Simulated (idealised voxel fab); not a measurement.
Process module name: voxel trench capacitor
Square cell edge 5 nm, section width 165 nm, ID cut.
Heads up, the way a cross-section reads in here is a grid of square cells, handed over as bands from the top down, with every band being one or more rows of cells.
First you get the band's top height and its bottom height, in nm, and then the materials it's made of, left to right, with each width in nm. If you see a single material with "throughout", that one covers the band edge to edge. "empty" is empty space.
Where do heights start? At 0: under that level the wafer as delivered is made of one material only. And the lowest band has no floor; it just carries on downward, as in "0..down".
Width: "30..40" (first number = top row, second number = bottom row, same change from row to row of cells).
Step marked "no alterations made"? Then no cell in the cross-section changed in it.
The entry "Fully closed voids" lists the empty spaces that cover at least 8 cells and have no open path to the top. Each is written as width x height at distance, where the distance is measured from the left edge and all three values are in nm.
What comes after the settings on a step's line is commentary from the simulator itself on that step.
A step line may carry the setting "overlay nm", which, for steps involving a mask, states the distance by which the mask lay to the right of its intended position; negative values denote displacement to the left.
[Steps planned for the process]
step 1: RECEIVE | material Si
step 2: CONFORMAL_DEP | material SiN | thk nm 10
step 3: DIRECTIONAL_DEP | material aC | thk nm 10
step 4: PATTERN | tone open | mask id TRENCH | material resist | width nm 25 | pitch nm 50 | thk nm 30 | overlay nm 0
step 5: DIRECTIONAL_ETCH | etch materials aC | depth nm 10
step 6: STRIP | etch materials resist
step 7: DIRECTIONAL_ETCH | etch materials SiN | depth nm 10
step 8: DIRECTIONAL_ETCH | etch materials Si | depth nm 30
step 9: STRIP | etch materials aC
step 10: CONFORMAL_DEP | material HfO2 | thk nm 5
step 11: CONFORMAL_DEP | material TiN | thk nm 5
step 12: FILL_DEP | material W | thk nm 5
step 13: CMP | height nm 10
[Cross-section of the incoming wafer, state after step 1]
	0..down: Si throughout
	Fully closed voids: none
[Here's the wafer cut in cross-section after the module, started and planned just like above, except one thing was done wrong in the run]
	10..0: SiN: 40, then HfO2: 5, then TiN: 5, then W: 5, then TiN: 5, then HfO2: 5, then SiN: 25, then HfO2: 5, then TiN: 5, then W: 5, then TiN: 5, then HfO2: 5, then SiN: 50
	0..-20: Si: 40, then HfO2: 5, then TiN: 5, then W: 5, then TiN: 5, then HfO2: 5, then Si: 25, then HfO2: 5, then TiN: 5, then W: 5, then TiN: 5, then HfO2: 5, then Si: 50
	-20..-25: Si: 40, then HfO2: 5, then TiN: 15, then HfO2: 5, then Si: 25, then HfO2: 5, then TiN: 15, then HfO2: 5, then Si: 50
	-25..-30: Si: 40, then HfO2: 25, then Si: 25, then HfO2: 25, then Si: 50
	-30..down: Si throughout
	Fully closed voids: none
What broke from the plan during processing? in deviation from the planned setting, step 4 was conducted as PATTERN | tone open | mask id TRENCH | material resist | width nm 25 | pitch nm 50 | thk nm 30 | overlay nm -5
